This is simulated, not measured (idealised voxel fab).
Title: Process Module voxel gate over fins
We display cut, a cross-section 240 nm in width whose square cells are each 5 nm.
The cross-sections in this document take the form of a grid made of square cells. They are written out as bands, in order from top to bottom. Each band consists of one or more rows of cells. The entry gives the band's vertical extent as a top height and a bottom height in nm, then its horizontal make-up as materials from left to right, each with a width in nm. "air" stands for empty space; a single material marked "full width" fills the band edge to edge. All heights in this document are referenced to 0, defined as the level beneath which the wafer, as received, consists entirely of one material. The lowest band is not bounded below; it extends indefinitely downward and is written in the form "0 and below". A width such as "30 to 40" changes by the same amount from each row of cells to the next, from the band's top row to its bottom row. "nothing altered" (step): cross-section cells unchanged, all of them. In "Sealed void inventory" the enclosed voids are listed, meaning empty spaces of 8 cells or larger without any opening to the top. The form is width x height at distance, distance from the left edge, units nm. Where a step's line continues beyond its settings, the continuation is a remark by the simulator itself on that step. What "overlay nm" on a step's line means: if the step has a mask, that mask lay this far to the right of its planned place, or, when the value is negative, to the left.

SO HERE'S THE LINEUP OF PROCESS STEPS WE PLANNED
1) RECEIVE: material Si
2) CONFORMAL_DEP: material SiN, thk nm 5
3) PATTERN: tone cover, mask id FINS, material resist, width nm 15, pitch nm 60, thk nm 15, overlay nm 0
4) DIRECTIONAL_ETCH: etch materials SiN, depth nm 5
5) DIRECTIONAL_ETCH: etch materials Si, depth nm 35
6) STRIP: etch materials resist
7) OXIDIZE: depth nm 5
8) FILL_DEP: material SiO2, thk nm 5
9) CMP: height nm 5
10) MASKED_ETCH: tone open, mask id RAIL, width nm 15, etch materials SiO2, depth nm 35, overlay nm 0
11) CONFORMAL_DEP: material TiN, thk nm 5
12) FILL_DEP: material W, thk nm 5
13) CMP: height nm 5
14) SELECTIVE_ETCH: etch materials W Ru TiN, depth nm 25
15) FILL_DEP: material SiO2, thk nm 5
16) CMP: height nm 5
17) SELECTIVE_ETCH: etch materials SiO2, depth nm 20
18) STRIP: etch materials SiN
19) CONFORMAL_DEP: material HfO2, thk nm 5
20) CONFORMAL_DEP: material TiN, thk nm 5
21) FILL_DEP: material W, thk nm 15
22) CMP: height nm 20
23) CONFORMAL_DEP: material SiN, thk nm 5
It is noted that the wafers described herein are identical at the outset and are distinguished by the width nm of step 3; the value stated in the plan corresponds to the first wafer.

CROSS-SECTION OF THE FIRST OF SEVERAL WAFERS AS RECEIVED (AFTER STEP 1)
	0 and below  Si full width
	Sealed void inventory: none

HERE IS HOW TO READ THE ROWS: EVERY WAFER HAS A ROW, AND IT SHOWS THE WAFER AT THE END OF THE MODULE, GIVING FOR EACH MATERIAL HOW MANY CELLS WERE GAINED (+) OR LOST (-) SINCE THE WAFER WAS RECEIVED, THEN LISTING ITS CLOSED VOIDS
width nm 15, +66 HfO2, -360 Si, +48 SiN, +219 SiO2, +71 TiN, +196 W, Sealed void inventory: none
width nm 20, +66 HfO2, -336 Si, +48 SiN, +204 SiO2, +71 TiN, +187 W, Sealed void inventory: none
width nm 25, +66 HfO2, -312 Si, +48 SiN, +189 SiO2, +71 TiN, +178 W, Sealed void inventory: none
width nm 30, +66 HfO2, -288 Si, +48 SiN, +174 SiO2, +71 TiN, +169 W, Sealed void inventory: none
